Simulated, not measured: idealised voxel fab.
The name of this process module is voxel fin reveal.
Section shown: cut. Width: 190 nm. Cell size: 5 nm, square.
A cross-section is a grid of square cells, given in bands from the top down. A band is one or more rows of cells.
First you get the band's top height and its bottom height, in nm, and then the materials it's made of, left to right, with each width in nm. If you see a single material with "full width", that one covers the band edge to edge. "blank" is empty space.
For the purposes of this specification, 0 denotes the height below which the wafer in its as-received condition is composed wholly of one material, and the lowermost band, lacking a lower limit, extends downward without end, as expressed in "0 down".
A width such as "30 to 40" changes by the same amount from each row of cells to the next, from the band's top row to its bottom row.
"stayed the same" after a step means that no cell of the cross-section changed.
Entry "Closed internal cavities" = empty spaces >= 8 cells with no open way to the top; each as width x height at distance, distance from left edge, all nm.
after a step's settings: what the simulator itself notes on the step
Each step line may optionally specify "overlay nm", which for a step with a mask gives the rightward distance between the mask's planned place and where it lay, a negative value indicating the leftward direction.

## The process steps that were planned are listed below
1) op RECEIVE | material Si
2) op CONFORMAL_DEP | material SiN | thk nm 5
3) op MASKED_ETCH | tone cover | mask id FINS | width nm 15 | pitch nm 40 | etch materials SiN | depth nm 5 | overlay nm 0
4) op MASKED_ETCH | tone cover | mask id FINS | width nm 15 | pitch nm 40 | etch materials Si | depth nm 35 | overlay nm 0
5) op OXIDIZE | depth nm 5
6) op FILL_DEP | material SiO2 | thk nm 15
7) op CMP | height nm 5
8) op SELECTIVE_ETCH | etch materials SiO2 | depth nm 15
9) op STRIP | etch materials SiN

## Below: the first of two wafers, run as planned

## Cross-section of the wafer upon arrival, representing the state reached after step 1
0 down | Si full width
Closed internal cavities: none

## Sectional view: wafer, after step 2
5 to 0 | SiN full width
below 0: unchanged

## Sectional view: wafer, after step 3
5 to 0 | 25 blank, then 15 SiN, then 25 blank, then 15 SiN, then 25 blank, then 15 SiN, then 25 blank, then 15 SiN, then 30 blank
below 0: unchanged

## Sectional view: wafer, after step 4
5 to 0 | 25 blank, then 15 SiN, then 25 blank, then 15 SiN, then 25 blank, then 15 SiN, then 25 blank, then 15 SiN, then 30 blank
0 to -35 | 25 blank, then 15 Si, then 25 blank, then 15 Si, then 25 blank, then 15 Si, then 25 blank, then 15 Si, then 30 blank
below -35: unchanged

## Sectional view: wafer, after step 5
5 to 0 | 25 blank, then 15 SiN, then 25 blank, then 15 SiN, then 25 blank, then 15 SiN, then 25 blank, then 15 SiN, then 30 blank
0 to -35 | 25 blank, then 5 SiO2, then 5 Si, then 5 SiO2, then 25 blank, then 5 SiO2, then 5 Si, then 5 SiO2, then 25 blank, then 5 SiO2, then 5 Si, then 5 SiO2, then 25 blank, then 5 SiO2, then 5 Si, then 5 SiO2, then 30 blank
-35 to -40 | 30 SiO2, then 5 Si, then 35 SiO2, then 5 Si, then 35 SiO2, then 5 Si, then 35 SiO2, then 5 Si, then 35 SiO2
below -40: unchanged

## Sectional view: wafer, after step 6
20 to 5 | SiO2 full width
5 to 0 | 25 SiO2, then 15 SiN, then 25 SiO2, then 15 SiN, then 25 SiO2, then 15 SiN, then 25 SiO2, then 15 SiN, then 30 SiO2
0 to -40 | 30 SiO2, then 5 Si, then 35 SiO2, then 5 Si, then 35 SiO2, then 5 Si, then 35 SiO2, then 5 Si, then 35 SiO2
below -40: unchanged

## Sectional view: wafer, after step 7
5 to 0 | 25 SiO2, then 15 SiN, then 25 SiO2, then 15 SiN, then 25 SiO2, then 15 SiN, then 25 SiO2, then 15 SiN, then 30 SiO2
below 0: unchanged

## Sectional view: wafer, after step 8
5 to 0 | 25 blank, then 15 SiN, then 25 blank, then 15 SiN, then 25 blank, then 15 SiN, then 25 blank, then 15 SiN, then 30 blank
0 to -10 | 30 blank, then 5 Si, then 35 blank, then 5 Si, then 35 blank, then 5 Si, then 35 blank, then 5 Si, then 35 blank
below -10: unchanged

## Sectional view: wafer, after step 9
0 to -10 | 30 blank, then 5 Si, then 35 blank, then 5 Si, then 35 blank, then 5 Si, then 35 blank, then 5 Si, then 35 blank
below -10: unchanged

## The second wafer: identical to the first at the outset and in its planned sequence, differing only in that one mistake was made during processing; up to and including step 3, its path is the first wafer's path

## Second wafer: cross-section at the scheduled end of step 4
5 to 0 | 25 blank, then 15 SiN, then 25 blank, then 15 SiN, then 25 blank, then 15 SiN, then 25 blank, then 15 SiN, then 30 blank
0 to -35 | 20 blank, then 20 Si, then 20 blank, then 20 Si, then 20 blank, then 20 Si, then 20 blank, then 20 Si, then 30 blank
below -35: unchanged

## Second wafer: cross-section at the scheduled end of step 5
5 to 0 | 25 blank, then 15 SiN, then 25 blank, then 15 SiN, then 25 blank, then 15 SiN, then 25 blank, then 15 SiN, then 30 blank
0 to -5 | 20 blank, then 10 SiO2, then 5 Si, then 5 SiO2, then 20 blank, then 10 SiO2, then 5 Si, then 5 SiO2, then 20 blank, then 10 SiO2, then 5 Si, then 5 SiO2, then 20 blank, then 10 SiO2, then 5 Si, then 5 SiO2, then 30 blank
-5 to -35 | 20 blank, then 5 SiO2, then 10 Si, then 5 SiO2, then 20 blank, then 5 SiO2, then 10 Si, then 5 SiO2, then 20 blank, then 5 SiO2, then 10 Si, then 5 SiO2, then 20 blank, then 5 SiO2, then 10 Si, then 5 SiO2, then 30 blank
-35 to -40 | 25 SiO2, then 10 Si, then 30 SiO2, then 10 Si, then 30 SiO2, then 10 Si, then 30 SiO2, then 10 Si, then 35 SiO2
below -40: unchanged

## Second wafer: cross-section at the scheduled end of step 6
20 to 5 | SiO2 full width
5 to 0 | 25 SiO2, then 15 SiN, then 25 SiO2, then 15 SiN, then 25 SiO2, then 15 SiN, then 25 SiO2, then 15 SiN, then 30 SiO2
0 to -5 | 30 SiO2, then 5 Si, then 35 SiO2, then 5 Si, then 35 SiO2, then 5 Si, then 35 SiO2, then 5 Si, then 35 SiO2
-5 to -40 | 25 SiO2, then 10 Si, then 30 SiO2, then 10 Si, then 30 SiO2, then 10 Si, then 30 SiO2, then 10 Si, then 35 SiO2
below -40: unchanged

## Second wafer: cross-section at the scheduled end of step 7
5 to 0 | 25 SiO2, then 15 SiN, then 25 SiO2, then 15 SiN, then 25 SiO2, then 15 SiN, then 25 SiO2, then 15 SiN, then 30 SiO2
below 0: unchanged

## Second wafer: cross-section at the scheduled end of step 8
5 to 0 | 25 blank, then 15 SiN, then 25 blank, then 15 SiN, then 25 blank, then 15 SiN, then 25 blank, then 15 SiN, then 30 blank
0 to -10 | 30 to 25 blank, then 5 to 10 Si, then 35 to 30 blank, then 5 to 10 Si, then 35 to 30 blank, then 5 to 10 Si, then 35 to 30 blank, then 5 to 10 Si, then 35 blank
below -10: unchanged

## Second wafer: cross-section at the scheduled end of step 9
0 to -10 | 30 to 25 blank, then 5 to 10 Si, then 35 to 30 blank, then 5 to 10 Si, then 35 to 30 blank, then 5 to 10 Si, then 35 to 30 blank, then 5 to 10 Si, then 35 blank
below -10: unchanged
Error vs. plan: step 4 changed vs plan, executed as op MASKED_ETCH | tone cover | mask id FINS | width nm 15 | pitch nm 40 | etch materials Si | depth nm 35 | overlay nm -5
Once processing is complete, comparing cell counts shows that the second wafer has more or fewer of certain materials than the first: Si: 28 more | SiO2: 24 fewer
